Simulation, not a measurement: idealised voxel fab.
Title: Process Module voxel lift off
FYI the section here is cut, 220 nm wide, cells are 5 nm squares.
Square cells in a grid make up a cross-section in this document, and the grid is given as bands, listed from the top down, each one or more rows of cells.
Heads up on the band format: heights come first, top then bottom, in nm. After that it's the materials left to right, each with its width in nm. A single material flagged "full width" fills the whole band edge to edge, and "empty" means there's empty space there.
The reference from which all heights are counted is 0, the level beneath which the as-received wafer is entirely one material; the lowest band, having no lower bound, proceeds downward and is written after the example "from 0 down".
When a width is written as two numbers, as in "30->40", the first number is the width in the top row of cells of the band and the second is the width in its bottom row, and the width changes by the same amount from each row to the next.
The designation "nothing altered", where it is given for a processing step, indicates that no cell of the cross-section was altered in the course of that step.
"Sealed internal voids" - sealed voids, min. 8 cells, no opening to top; format: width x height at distance (distance from left edge; nm throughout).
Text after the settings on a step's line: the simulator's own remark on that step.
overlay nm: where the mask lay relative to plan, measured to the right, on steps with a mask; negatives go left.

### Process steps (planned)
1: RECEIVE,material Si
2: CONFORMAL_DEP,material Al2O3,thk nm 10
3: PATTERN,tone open,mask id LINES,material resist,width nm 30,pitch nm 45,thk nm 25,overlay nm 0
4: DIRECTIONAL_DEP,material Ru,thk nm 15
5: STRIP,etch materials resist
6: CONFORMAL_DEP,material SiO2,thk nm 5

### Account of the first of two wafers, which was processed as intended

### Cross-section of the wafer upon arrival, representing the state reached after step 1
from 0 down = Si full width
Sealed internal voids: none

### The wafer, seen in cross-section, after step 2
from 10 to 0 = Al2O3 full width
Below 0, the layers are the same as they were.

### The wafer, seen in cross-section, after step 3
from 35 to 10 = resist=70, empty=30, resist=15, empty=30, resist=75
Below 10, the layers are the same as they were.

### The wafer, seen in cross-section, after step 4
from 50 to 35 = Ru=70, empty=30, Ru=15, empty=30, Ru=75
from 35 to 25 = resist=70, empty=30, resist=15, empty=30, resist=75
from 25 to 10 = resist=70, Ru=30, resist=15, Ru=30, resist=75
Below 10, the layers are the same as they were.

### The wafer, seen in cross-section, after step 5
from 25 to 10 = empty=70, Ru=30, empty=15, Ru=30, empty=75
Below 10, the layers are the same as they were.

### The wafer, seen in cross-section, after step 6
from 30 to 25 = empty=65, SiO2=40, empty=5, SiO2=40, empty=70
from 25 to 15 = empty=65, SiO2=5, Ru=30, SiO2=5, empty=5, SiO2=5, Ru=30, SiO2=5, empty=70
from 15 to 10 = SiO2=70, Ru=30, SiO2=15, Ru=30, SiO2=75
Below 10, the layers are the same as they were.

### The remaining wafer, second of the two, started like the first and was run to the same plan, except that one mistake was made along the way; the two coincide through step 2, inclusive

### Second wafer profile in section, at the moment step 3 of the plan was meant to be complete
from 35 to 10 = resist=60, empty=30, resist=15, empty=30, resist=85
Below 10, the layers are the same as they were.

### Second wafer profile in section, at the moment step 4 of the plan was meant to be complete
from 50 to 35 = Ru=60, empty=30, Ru=15, empty=30, Ru=85
from 35 to 25 = resist=60, empty=30, resist=15, empty=30, resist=85
from 25 to 10 = resist=60, Ru=30, resist=15, Ru=30, resist=85
Below 10, the layers are the same as they were.

### Second wafer profile in section, at the moment step 5 of the plan was meant to be complete
from 25 to 10 = empty=60, Ru=30, empty=15, Ru=30, empty=85
Below 10, the layers are the same as they were.

### Second wafer profile in section, at the moment step 6 of the plan was meant to be complete
from 30 to 25 = empty=55, SiO2=40, empty=5, SiO2=40, empty=80
from 25 to 15 = empty=55, SiO2=5, Ru=30, SiO2=5, empty=5, SiO2=5, Ru=30, SiO2=5, empty=80
from 15 to 10 = SiO2=60, Ru=30, SiO2=15, Ru=30, SiO2=85
Below 10, the layers are the same as they were.
It is concluded that the wafer was processed incorrectly with respect to the plan, in that step 3 was run on a setting that differed from the plan, and what really ran there is PATTERN,tone open,mask id LINES,material resist,width nm 30,pitch nm 45,thk nm 25,overlay nm -10
In the final comparison it is observed that the number of cells assigned to each material is identical for the two wafers, whereas their placement is not.
